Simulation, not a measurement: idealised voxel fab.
Process module heading - voxel transistor to metal
215 nm wide, 5 nm square cells: that's cross-section cut.
Cross-section, as written here: a square-cell grid given band by band from the top down, where a band holds one or more rows of cells. Band entry format. Leading values: height of top, height of bottom, nm. Remainder: materials in left-to-right order, each with its width in nm. Special words: "all across" on a single material, which then fills the band edge to edge; "air", empty space. For the purposes of this specification, 0 denotes the height below which the wafer in its as-received condition is composed wholly of one material, and the lowermost band, lacking a lower limit, extends downward without end, as expressed in "top 0, no bottom". With a width like "30->40", each row of cells in the band differs from the next by the same amount, the top row carrying the first number and the bottom row the second. A step reported as "no alterations made" is a step in which no cell of the cross-section changed. In "Closed-off voids" the enclosed voids are listed, meaning empty spaces of 8 cells or larger without any opening to the top. The form is width x height at distance, distance from the left edge, units nm. after a step's settings: what the simulator itself notes on the step. When a step includes a mask, the "overlay nm" setting on its line states how far to the right of its planned place that mask lay, and negative values state how far to the left.
**Process steps - plan**
1,RECEIVE, material Si
2,CONFORMAL_DEP, material SiO2, thk nm 5
3,CONFORMAL_DEP, material SiN, thk nm 15
4,MASKED_ETCH, tone cover, mask id ACTIVE, width nm 110, etch materials SiN, depth nm 15, overlay nm 0
5,MASKED_ETCH, tone cover, mask id ACTIVE, width nm 110, etch materials SiO2, depth nm 5, overlay nm 0
6,MASKED_ETCH, tone cover, mask id ACTIVE, width nm 110, etch materials Si, depth nm 25, overlay nm 0
7,OXIDIZE, depth nm 5
8,FILL_DEP, material SiO2, thk nm 15
9,CMP, height nm 20
10,SELECTIVE_ETCH, etch materials SiO2, depth nm 15
11,STRIP, etch materials SiN
12,SELECTIVE_ETCH, etch materials SiO2, depth nm 5
13,OXIDIZE, depth nm 5
14,DIRECTIONAL_DEP, material polySi, thk nm 30
15,DIRECTIONAL_DEP, material SiCN, thk nm 15
16,DIRECTIONAL_DEP, material aC, thk nm 15
17,PATTERN, tone cover, mask id GATE, material resist, width nm 30, thk nm 30, overlay nm 0
18,DIRECTIONAL_ETCH, etch materials aC, depth nm 15
19,STRIP, etch materials resist
20,DIRECTIONAL_ETCH, etch materials SiCN, depth nm 25
21,DIRECTIONAL_ETCH, etch materials polySi, depth nm 40
22,STRIP, etch materials aC
23,CONFORMAL_DEP, material SiO2, thk nm 5
24,DIRECTIONAL_ETCH, etch materials SiO2, depth nm 5
25,CONFORMAL_DEP, material SiN, thk nm 5
26,DIRECTIONAL_ETCH, etch materials SiN, depth nm 5
27,DIRECTIONAL_ETCH, etch materials SiO2, depth nm 5
28,DIRECTIONAL_ETCH, etch materials Si, depth nm 5
29,EPI, material pSi, thk nm 5
30,FILL_DEP, material SiO2, thk nm 5
31,CMP, height nm 30
32,STRIP, etch materials polySi
33,SELECTIVE_ETCH, etch materials SiO2, depth nm 5
34,CONFORMAL_DEP, material HfO2, thk nm 5
35,CONFORMAL_DEP, material TiN, thk nm 5
36,FILL_DEP, material W, thk nm 5
37,CMP, height nm 25
38,DIRECTIONAL_DEP, material SiO2, thk nm 15
39,DIRECTIONAL_DEP, material aC, thk nm 15
40,PATTERN, tone open, mask id CONTACT, material resist, width nm 20, pitch nm 80, thk nm 30, overlay nm 0
41,DIRECTIONAL_ETCH, etch materials aC, depth nm 15
42,STRIP, etch materials resist
43,DIRECTIONAL_ETCH, etch materials SiO2, depth nm 45
44,STRIP, etch materials aC
45,CONFORMAL_DEP, material TiN, thk nm 5
46,FILL_DEP, material W, thk nm 10
47,CMP, height nm 40
48,DIRECTIONAL_DEP, material TiN, thk nm 5
49,DIRECTIONAL_DEP, material Ru, thk nm 20
50,DIRECTIONAL_DEP, material aC, thk nm 10
51,PATTERN, tone cover, mask id METAL_1, material resist, width nm 20, pitch nm 80, thk nm 25, overlay nm 0
52,DIRECTIONAL_ETCH, etch materials aC, depth nm 10
53,STRIP, etch materials resist
54,DIRECTIONAL_ETCH, etch materials Ru, depth nm 20
55,DIRECTIONAL_ETCH, etch materials TiN, depth nm 5
56,STRIP, etch materials aC
57,CONFORMAL_DEP, material SiCN, thk nm 5
58,FILL_DEP, material SiO2, thk nm 10
59,CMP, height nm 65
60,CONFORMAL_DEP, material SiCN, thk nm 5
**What follows covers the first of two wafers; it ran as planned**
**Delivered wafer in cross-section: state after step 1**
> top 0, no bottom | Si all across
> Closed-off voids: none
**Step 2 done - wafer cross-section**
> top 5, bottom 0 | SiO2 all across
> Below 0, no change.
**Step 3 done - wafer cross-section**
> top 20, bottom 5 | SiN all across
> Below 5, no change.
**Step 4 done - wafer cross-section**
> top 20, bottom 5 | air (50), then SiN (110), then air (55)
> Below 5, no change.
**Step 5 done - wafer cross-section**
> top 20, bottom 5 | air (50), then SiN (110), then air (55)
> top 5, bottom 0 | air (50), then SiO2 (110), then air (55)
> Below 0, no change.
**Step 6 done - wafer cross-section**
> top 20, bottom 5 | air (50), then SiN (110), then air (55)
> top 5, bottom 0 | air (50), then SiO2 (110), then air (55)
> top 0, bottom -25 | air (50), then Si (110), then air (55)
> Below -25, no change.
**Step 7 done - wafer cross-section**
> top 20, bottom 5 | air (50), then SiN (110), then air (55)
> top 5, bottom 0 | air (50), then SiO2 (110), then air (55)
> top 0, bottom -25 | air (50), then SiO2 (5), then Si (100), then SiO2 (5), then air (55)
> top -25, bottom -30 | SiO2 (55), then Si (100), then SiO2 (60)
> Below -30, no change.
**Step 8 done - wafer cross-section**
> top 35, bottom 20 | SiO2 all across
> top 20, bottom 5 | SiO2 (50), then SiN (110), then SiO2 (55)
> top 5, bottom 0 | SiO2 all across
> top 0, bottom -30 | SiO2 (55), then Si (100), then SiO2 (60)
> Below -30, no change.
**Step 9 done - wafer cross-section**
> top 20, bottom 5 | SiO2 (50), then SiN (110), then SiO2 (55)
> Below 5, no change.
**Step 10 done - wafer cross-section**
> top 20, bottom 5 | air (50), then SiN (110), then air (55)
> Below 5, no change.
**Step 11 done - wafer cross-section**
> top 5, bottom 0 | SiO2 all across
> Below 0, no change.
**Step 12 done - wafer cross-section**
> top 0, bottom -30 | SiO2 (55), then Si (100), then SiO2 (60)
> Below -30, no change.
**Step 13 done - wafer cross-section**
> top 0, bottom -5 | SiO2 all across
> Below -5, no change.
**Step 14 done - wafer cross-section**
> top 30, bottom 0 | polySi all across
> Below 0, no change.
**Step 15 done - wafer cross-section**
> top 45, bottom 30 | SiCN all across
> Below 30, no change.
**Step 16 done - wafer cross-section**
> top 60, bottom 45 | aC all across
> Below 45, no change.
**Step 17 done - wafer cross-section**
> top 90, bottom 60 | air (90), then resist (30), then air (95)
> Below 60, no change.
**Step 18 done - wafer cross-section**
> top 75, bottom 60 | air (90), then resist (30), then air (95)
> top 60, bottom 45 | air (90), then aC (30), then air (95)
> Below 45, no change.
**Step 19 done - wafer cross-section**
> top 60, bottom 45 | air (90), then aC (30), then air (95)
> Below 45, no change.
**Step 20 done - wafer cross-section**
> top 60, bottom 45 | air (90), then aC (30), then air (95)
> top 45, bottom 30 | air (90), then SiCN (30), then air (95)
> Below 30, no change.
**Step 21 done - wafer cross-section**
> top 60, bottom 45 | air (90), then aC (30), then air (95)
> top 45, bottom 30 | air (90), then SiCN (30), then air (95)
> top 30, bottom 0 | air (90), then polySi (30), then air (95)
> Below 0, no change.
**Step 22 done - wafer cross-section**
> top 45, bottom 30 | air (90), then SiCN (30), then air (95)
> Below 30, no change.
**Step 23 done - wafer cross-section**
> top 50, bottom 45 | air (85), then SiO2 (40), then air (90)
> top 45, bottom 30 | air (85), then SiO2 (5), then SiCN (30), then SiO2 (5), then air (90)
> top 30, bottom 5 | air (85), then SiO2 (5), then polySi (30), then SiO2 (5), then air (90)
> top 5, bottom 0 | SiO2 (90), then polySi (30), then SiO2 (95)
> Below 0, no change.
**Step 24 done - wafer cross-section**
> top 45, bottom 30 | air (85), then SiO2 (5), then SiCN (30), then SiO2 (5), then air (90)
> top 30, bottom 0 | air (85), then SiO2 (5), then polySi (30), then SiO2 (5), then air (90)
> Below 0, no change.
**Step 25 done - wafer cross-section**
> top 50, bottom 45 | air (80), then SiN (50), then air (85)
> top 45, bottom 30 | air (80), then SiN (5), then SiO2 (5), then SiCN (30), then SiO2 (5), then SiN (5), then air (85)
> top 30, bottom 5 | air (80), then SiN (5), then SiO2 (5), then polySi (30), then SiO2 (5), then SiN (5), then air (85)
> top 5, bottom 0 | SiN (85), then SiO2 (5), then polySi (30), then SiO2 (5), then SiN (90)
> Below 0, no change.
**Step 26 done - wafer cross-section**
> top 45, bottom 30 | air (80), then SiN (5), then SiO2 (5), then SiCN (30), then SiO2 (5), then SiN (5), then air (85)
> top 30, bottom 0 | air (80), then SiN (5), then SiO2 (5), then polySi (30), then SiO2 (5), then SiN (5), then air (85)
> Below 0, no change.
**Step 27 done - wafer cross-section**
> top 45, bottom 40 | air (80), then SiN (5), then air (5), then SiCN (30), then air (5), then SiN (5), then air (85)
> top 40, bottom 30 | air (80), then SiN (5), then SiO2 (5), then SiCN (30), then SiO2 (5), then SiN (5), then air (85)
> top 30, bottom 0 | air (80), then SiN (5), then SiO2 (5), then polySi (30), then SiO2 (5), then SiN (5), then air (85)
> top 0, bottom -5 | air (80), then SiO2 (50), then air (85)
> Below -5, no change.
**Step 28 done - wafer cross-section**
> top 45, bottom 40 | air (80), then SiN (5), then air (5), then SiCN (30), then air (5), then SiN (5), then air (85)
> top 40, bottom 30 | air (80), then SiN (5), then SiO2 (5), then SiCN (30), then SiO2 (5), then SiN (5), then air (85)
> top 30, bottom 0 | air (80), then SiN (5), then SiO2 (5), then polySi (30), then SiO2 (5), then SiN (5), then air (85)
> top 0, bottom -5 | air (80), then SiO2 (50), then air (85)
> top -5, bottom -10 | SiO2 (55), then air (25), then Si (50), then air (25), then SiO2 (60)
> Below -10, no change.
**Step 29 done - wafer cross-section**
> top 45, bottom 40 | air (80), then SiN (5), then air (5), then SiCN (30), then air (5), then SiN (5), then air (85)
> top 40, bottom 30 | air (80), then SiN (5), then SiO2 (5), then SiCN (30), then SiO2 (5), then SiN (5), then air (85)
> top 30, bottom 0 | air (80), then SiN (5), then SiO2 (5), then polySi (30), then SiO2 (5), then SiN (5), then air (85)
> top 0, bottom -5 | air (75), then pSi (5), then SiO2 (50), then pSi (5), then air (80)
> top -5, bottom -10 | SiO2 (55), then pSi (25), then Si (50), then pSi (25), then SiO2 (60)
> Below -10, no change.
**Step 30 done - wafer cross-section**
> top 50, bottom 45 | SiO2 all across
> top 45, bottom 30 | SiO2 (80), then SiN (5), then SiO2 (5), then SiCN (30), then SiO2 (5), then SiN (5), then SiO2 (85)
> top 30, bottom 0 | SiO2 (80), then SiN (5), then SiO2 (5), then polySi (30), then SiO2 (5), then SiN (5), then SiO2 (85)
> top 0, bottom -5 | SiO2 (75), then pSi (5), then SiO2 (50), then pSi (5), then SiO2 (80)
> Below -5, no change.
**Step 31 done - wafer cross-section**
> top 30, bottom 0 | SiO2 (80), then SiN (5), then SiO2 (5), then polySi (30), then SiO2 (5), then SiN (5), then SiO2 (85)
> Below 0, no change.
**Step 32 done - wafer cross-section**
> top 30, bottom 0 | SiO2 (80), then SiN (5), then SiO2 (5), then air (30), then SiO2 (5), then SiN (5), then SiO2 (85)
> Below 0, no change.
**Step 33 done - wafer cross-section**
> top 30, bottom 25 | air (80), then SiN (5), then air (40), then SiN (5), then air (85)
> top 25, bottom 0 | SiO2 (80), then SiN (5), then air (40), then SiN (5), then SiO2 (85)
> top 0, bottom -5 | SiO2 (75), then pSi (5), then SiO2 (5), then air (40), then SiO2 (5), then pSi (5), then SiO2 (80)
> Below -5, no change.
**Step 34 done - wafer cross-section**
> top 35, bottom 30 | air (75), then HfO2 (15), then air (30), then HfO2 (15), then air (80)
> top 30, bottom 25 | HfO2 (80), then SiN (5), then HfO2 (5), then air (30), then HfO2 (5), then SiN (5), then HfO2 (85)
> top 25, bottom 0 | SiO2 (80), then SiN (5), then HfO2 (5), then air (30), then HfO2 (5), then SiN (5), then SiO2 (85)
> top 0, bottom -5 | SiO2 (75), then pSi (5), then SiO2 (5), then HfO2 (40), then SiO2 (5), then pSi (5), then SiO2 (80)
> Below -5, no change.
**Step 35 done - wafer cross-section**
> top 40, bottom 35 | air (70), then TiN (25), then air (20), then TiN (25), then air (75)
> top 35, bottom 30 | TiN (75), then HfO2 (15), then TiN (5), then air (20), then TiN (5), then HfO2 (15), then TiN (80)
> top 30, bottom 25 | HfO2 (80), then SiN (5), then HfO2 (5), then TiN (5), then air (20), then TiN (5), then HfO2 (5), then SiN (5), then HfO2 (85)
> top 25, bottom 5 | SiO2 (80), then SiN (5), then HfO2 (5), then TiN (5), then air (20), then TiN (5), then HfO2 (5), then SiN (5), then SiO2 (85)
> top 5, bottom 0 | SiO2 (80), then SiN (5), then HfO2 (5), then TiN (30), then HfO2 (5), then SiN (5), then SiO2 (85)
> Below 0, no change.
**Step 36 done - wafer cross-section**
> top 45, bottom 40 | W all across
> top 40, bottom 35 | W (70), then TiN (25), then W (20), then TiN (25), then W (75)
> top 35, bottom 30 | TiN (75), then HfO2 (15), then TiN (5), then W (20), then TiN (5), then HfO2 (15), then TiN (80)
> top 30, bottom 25 | HfO2 (80), then SiN (5), then HfO2 (5), then TiN (5), then W (20), then TiN (5), then HfO2 (5), then SiN (5), then HfO2 (85)
> top 25, bottom 5 | SiO2 (80), then SiN (5), then HfO2 (5), then TiN (5), then W (20), then TiN (5), then HfO2 (5), then SiN (5), then SiO2 (85)
> Below 5, no change.
**Step 37 done - wafer cross-section**
> top 25, bottom 5 | SiO2 (80), then SiN (5), then HfO2 (5), then TiN (5), then W (20), then TiN (5), then HfO2 (5), then SiN (5), then SiO2 (85)
> Below 5, no change.
**Step 38 done - wafer cross-section**
> top 40, bottom 25 | SiO2 all across
> Below 25, no change.
**Step 39 done - wafer cross-section**
> top 55, bottom 40 | aC all across
> Below 40, no change.
**Step 40 done - wafer cross-section**
> top 85, bottom 55 | resist (55), then air (20), then resist (60), then air (20), then resist (60)
> Below 55, no change.
**Step 41 done - wafer cross-section**
> top 70, bottom 55 | resist (55), then air (20), then resist (60), then air (20), then resist (60)
> top 55, bottom 40 | aC (55), then air (20), then aC (60), then air (20), then aC (60)
> Below 40, no change.
**Step 42 done - wafer cross-section**
> top 55, bottom 40 | aC (55), then air (20), then aC (60), then air (20), then aC (60)
> Below 40, no change.
**Step 43 done - wafer cross-section**
> top 55, bottom 40 | aC (55), then air (20), then aC (60), then air (20), then aC (60)
> top 40, bottom 25 | SiO2 (55), then air (20), then SiO2 (60), then air (20), then SiO2 (60)
> top 25, bottom 5 | SiO2 (55), then air (20), then SiO2 (5), then SiN (5), then HfO2 (5), then TiN (5), then W (20), then TiN (5), then HfO2 (5), then SiN (5), then SiO2 (5), then air (20), then SiO2 (60)
> top 5, bottom 0 | SiO2 (55), then air (20), then SiO2 (5), then SiN (5), then HfO2 (5), then TiN (30), then HfO2 (5), then SiN (5), then SiO2 (5), then air (20), then SiO2 (60)
> top 0, bottom -5 | SiO2 (55), then air (20), then pSi (5), then SiO2 (5), then HfO2 (40), then SiO2 (5), then pSi (5), then air (20), then SiO2 (60)
> Below -5, no change.
**Step 44 done - wafer cross-section**
> top 40, bottom 25 | SiO2 (55), then air (20), then SiO2 (60), then air (20), then SiO2 (60)
> Below 25, no change.
**Step 45 done - wafer cross-section**
> top 45, bottom 40 | TiN (60), then air (10), then TiN (70), then air (10), then TiN (65)
> top 40, bottom 25 | SiO2 (55), then TiN (5), then air (10), then TiN (5), then SiO2 (60), then TiN (5), then air (10), then TiN (5), then SiO2 (60)
> top 25, bottom 5 | SiO2 (55), then TiN (5), then air (10), then TiN (5), then SiO2 (5), then SiN (5), then HfO2 (5), then TiN (5), then W (20), then TiN (5), then HfO2 (5), then SiN (5), then SiO2 (5), then TiN (5), then air (10), then TiN (5), then SiO2 (60)
> top 5, bottom 0 | SiO2 (55), then TiN (5), then air (10), then TiN (5), then SiO2 (5), then SiN (5), then HfO2 (5), then TiN (30), then HfO2 (5), then SiN (5), then SiO2 (5), then TiN (5), then air (10), then TiN (5), then SiO2 (60)
> top 0, bottom -5 | SiO2 (55), then TiN (20), then pSi (5), then SiO2 (5), then HfO2 (40), then SiO2 (5), then pSi (5), then TiN (20), then SiO2 (60)
> Below -5, no change.
**Step 46 done - wafer cross-section**
> top 55, bottom 45 | W all across
> top 45, bottom 40 | TiN (60), then W (10), then TiN (70), then W (10), then TiN (65)
> top 40, bottom 25 | SiO2 (55), then TiN (5), then W (10), then TiN (5), then SiO2 (60), then TiN (5), then W (10), then TiN (5), then SiO2 (60)
> top 25, bottom 5 | SiO2 (55), then TiN (5), then W (10), then TiN (5), then SiO2 (5), then SiN (5), then HfO2 (5), then TiN (5), then W (20), then TiN (5), then HfO2 (5), then SiN (5), then SiO2 (5), then TiN (5), then W (10), then TiN (5), then SiO2 (60)
> top 5, bottom 0 | SiO2 (55), then TiN (5), then W (10), then TiN (5), then SiO2 (5), then SiN (5), then HfO2 (5), then TiN (30), then HfO2 (5), then SiN (5), then SiO2 (5), then TiN (5), then W (10), then TiN (5), then SiO2 (60)
> Below 0, no change.
**Step 47 done - wafer cross-section**
> top 40, bottom 25 | SiO2 (55), then TiN (5), then W (10), then TiN (5), then SiO2 (60), then TiN (5), then W (10), then TiN (5), then SiO2 (60)
> Below 25, no change.
**Step 48 done - wafer cross-section**
> top 45, bottom 40 | TiN all across
> Below 40, no change.
**Step 49 done - wafer cross-section**
> top 65, bottom 45 | Ru all across
> Below 45, no change.
**Step 50 done - wafer cross-section**
> top 75, bottom 65 | aC all across
> Below 65, no change.
**Step 51 done - wafer cross-section**
> top 100, bottom 75 | air (55), then resist (20), then air (60), then resist (20), then air (60)
> Below 75, no change.
**Step 52 done - wafer cross-section**
> top 90, bottom 75 | air (55), then resist (20), then air (60), then resist (20), then air (60)
> top 75, bottom 65 | air (55), then aC (20), then air (60), then aC (20), then air (60)
> Below 65, no change.
**Step 53 done - wafer cross-section**
> top 75, bottom 65 | air (55), then aC (20), then air (60), then aC (20), then air (60)
> Below 65, no change.
**Step 54 done - wafer cross-section**
> top 75, bottom 65 | air (55), then aC (20), then air (60), then aC (20), then air (60)
> top 65, bottom 45 | air (55), then Ru (20), then air (60), then Ru (20), then air (60)
> Below 45, no change.
**Step 55 done - wafer cross-section**
> top 75, bottom 65 | air (55), then aC (20), then air (60), then aC (20), then air (60)
> top 65, bottom 45 | air (55), then Ru (20), then air (60), then Ru (20), then air (60)
> top 45, bottom 40 | air (55), then TiN (20), then air (60), then TiN (20), then air (60)
> Below 40, no change.
**Step 56 done - wafer cross-section**
> top 65, bottom 45 | air (55), then Ru (20), then air (60), then Ru (20), then air (60)
> Below 45, no change.
**Step 57 done - wafer cross-section**
> top 70, bottom 65 | air (50), then SiCN (30), then air (50), then SiCN (30), then air (55)
> top 65, bottom 45 | air (50), then SiCN (5), then Ru (20), then SiCN (5), then air (50), then SiCN (5), then Ru (20), then SiCN (5), then air (55)
> top 45, bottom 40 | SiCN (55), then TiN (20), then SiCN (60), then TiN (20), then SiCN (60)
> Below 40, no change.
**Step 58 done - wafer cross-section**
> top 80, bottom 70 | SiO2 all across
> top 70, bottom 65 | SiO2 (50), then SiCN (30), then SiO2 (50), then SiCN (30), then SiO2 (55)
> top 65, bottom 45 | SiO2 (50), then SiCN (5), then Ru (20), then SiCN (5), then SiO2 (50), then SiCN (5), then Ru (20), then SiCN (5), then SiO2 (55)
> Below 45, no change.
**Step 59 done - wafer cross-section**
> top 65, bottom 45 | SiO2 (50), then SiCN (5), then Ru (20), then SiCN (5), then SiO2 (50), then SiCN (5), then Ru (20), then SiCN (5), then SiO2 (55)
> Below 45, no change.
**Step 60 done - wafer cross-section**
> top 70, bottom 65 | SiCN all across
> Below 65, no change.
**Wafer two of the pair: same origin, same plan, one error during the run; identical to wafer one up to and including step 37**
**Second wafer: cross-section at the scheduled end of step 38**
> top 55, bottom 25 | SiO2 all across
> Below 25, no change.
**Second wafer: cross-section at the scheduled end of step 39**
> top 70, bottom 55 | aC all across
> Below 55, no change.
**Second wafer: cross-section at the scheduled end of step 40**
> top 100, bottom 70 | resist (55), then air (20), then resist (60), then air (20), then resist (60)
> Below 70, no change.
**Second wafer: cross-section at the scheduled end of step 41**
> top 85, bottom 70 | resist (55), then air (20), then resist (60), then air (20), then resist (60)
> top 70, bottom 55 | aC (55), then air (20), then aC (60), then air (20), then aC (60)
> Below 55, no change.
**Second wafer: cross-section at the scheduled end of step 42**
> top 70, bottom 55 | aC (55), then air (20), then aC (60), then air (20), then aC (60)
> Below 55, no change.
**Second wafer: cross-section at the scheduled end of step 43**
> top 70, bottom 55 | aC (55), then air (20), then aC (60), then air (20), then aC (60)
> top 55, bottom 25 | SiO2 (55), then air (20), then SiO2 (60), then air (20), then SiO2 (60)
> top 25, bottom 10 | SiO2 (55), then air (20), then SiO2 (5), then SiN (5), then HfO2 (5), then TiN (5), then W (20), then TiN (5), then HfO2 (5), then SiN (5), then SiO2 (5), then air (20), then SiO2 (60)
> Below 10, no change.
**Second wafer: cross-section at the scheduled end of step 44**
> top 55, bottom 25 | SiO2 (55), then air (20), then SiO2 (60), then air (20), then SiO2 (60)
> Below 25, no change.
**Second wafer: cross-section at the scheduled end of step 45**
> top 60, bottom 55 | TiN (60), then air (10), then TiN (70), then air (10), then TiN (65)
> top 55, bottom 25 | SiO2 (55), then TiN (5), then air (10), then TiN (5), then SiO2 (60), then TiN (5), then air (10), then TiN (5), then SiO2 (60)
> top 25, bottom 15 | SiO2 (55), then TiN (5), then air (10), then TiN (5), then SiO2 (5), then SiN (5), then HfO2 (5), then TiN (5), then W (20), then TiN (5), then HfO2 (5), then SiN (5), then SiO2 (5), then TiN (5), then air (10), then TiN (5), then SiO2 (60)
> top 15, bottom 10 | SiO2 (55), then TiN (20), then SiO2 (5), then SiN (5), then HfO2 (5), then TiN (5), then W (20), then TiN (5), then HfO2 (5), then SiN (5), then SiO2 (5), then TiN (20), then SiO2 (60)
> Below 10, no change.
**Second wafer: cross-section at the scheduled end of step 46**
> top 70, bottom 60 | W all across
> top 60, bottom 55 | TiN (60), then W (10), then TiN (70), then W (10), then TiN (65)
> top 55, bottom 25 | SiO2 (55), then TiN (5), then W (10), then TiN (5), then SiO2 (60), then TiN (5), then W (10), then TiN (5), then SiO2 (60)
> top 25, bottom 15 | SiO2 (55), then TiN (5), then W (10), then TiN (5), then SiO2 (5), then SiN (5), then HfO2 (5), then TiN (5), then W (20), then TiN (5), then HfO2 (5), then SiN (5), then SiO2 (5), then TiN (5), then W (10), then TiN (5), then SiO2 (60)
> Below 15, no change.
**Second wafer: cross-section at the scheduled end of step 47**
> top 40, bottom 25 | SiO2 (55), then TiN (5), then W (10), then TiN (5), then SiO2 (60), then TiN (5), then W (10), then TiN (5), then SiO2 (60)
> Below 25, no change.
**Second wafer: cross-section at the scheduled end of step 48**
> top 45, bottom 40 | TiN all across
> Below 40, no change.
**Second wafer: cross-section at the scheduled end of step 49**
> top 65, bottom 45 | Ru all across
> Below 45, no change.
**Second wafer: cross-section at the scheduled end of step 50**
> top 75, bottom 65 | aC all across
> Below 65, no change.
**Second wafer: cross-section at the scheduled end of step 51**
> top 100, bottom 75 | air (55), then resist (20), then air (60), then resist (20), then air (60)
> Below 75, no change.
**Second wafer: cross-section at the scheduled end of step 52**
> top 90, bottom 75 | air (55), then resist (20), then air (60), then resist (20), then air (60)
> top 75, bottom 65 | air (55), then aC (20), then air (60), then aC (20), then air (60)
> Below 65, no change.
**Second wafer: cross-section at the scheduled end of step 53**
> top 75, bottom 65 | air (55), then aC (20), then air (60), then aC (20), then air (60)
> Below 65, no change.
**Second wafer: cross-section at the scheduled end of step 54**
> top 75, bottom 65 | air (55), then aC (20), then air (60), then aC (20), then air (60)
> top 65, bottom 45 | air (55), then Ru (20), then air (60), then Ru (20), then air (60)
> Below 45, no change.
**Second wafer: cross-section at the scheduled end of step 55**
> top 75, bottom 65 | air (55), then aC (20), then air (60), then aC (20), then air (60)
> top 65, bottom 45 | air (55), then Ru (20), then air (60), then Ru (20), then air (60)
> top 45, bottom 40 | air (55), then TiN (20), then air (60), then TiN (20), then air (60)
> Below 40, no change.
**Second wafer: cross-section at the scheduled end of step 56**
> top 65, bottom 45 | air (55), then Ru (20), then air (60), then Ru (20), then air (60)
> Below 45, no change.
**Second wafer: cross-section at the scheduled end of step 57**
> top 70, bottom 65 | air (50), then SiCN (30), then air (50), then SiCN (30), then air (55)
> top 65, bottom 45 | air (50), then SiCN (5), then Ru (20), then SiCN (5), then air (50), then SiCN (5), then Ru (20), then SiCN (5), then air (55)
> top 45, bottom 40 | SiCN (55), then TiN (20), then SiCN (60), then TiN (20), then SiCN (60)
> Below 40, no change.
**Second wafer: cross-section at the scheduled end of step 58**
> top 80, bottom 70 | SiO2 all across
> top 70, bottom 65 | SiO2 (50), then SiCN (30), then SiO2 (50), then SiCN (30), then SiO2 (55)
> top 65, bottom 45 | SiO2 (50), then SiCN (5), then Ru (20), then SiCN (5), then SiO2 (50), then SiCN (5), then Ru (20), then SiCN (5), then SiO2 (55)
> Below 45, no change.
**Second wafer: cross-section at the scheduled end of step 59**
> top 65, bottom 45 | SiO2 (50), then SiCN (5), then Ru (20), then SiCN (5), then SiO2 (50), then SiCN (5), then Ru (20), then SiCN (5), then SiO2 (55)
> Below 45, no change.
**Second wafer: cross-section at the scheduled end of step 60**
> top 70, bottom 65 | SiCN all across
> Below 65, no change.
So what did we get wrong on this run? step 38 in the plan was executed twice
Looking at both finished wafers in cells, the second ends up ahead of or behind the first on some materials: SiO2 +24 | TiN -12 | W -12
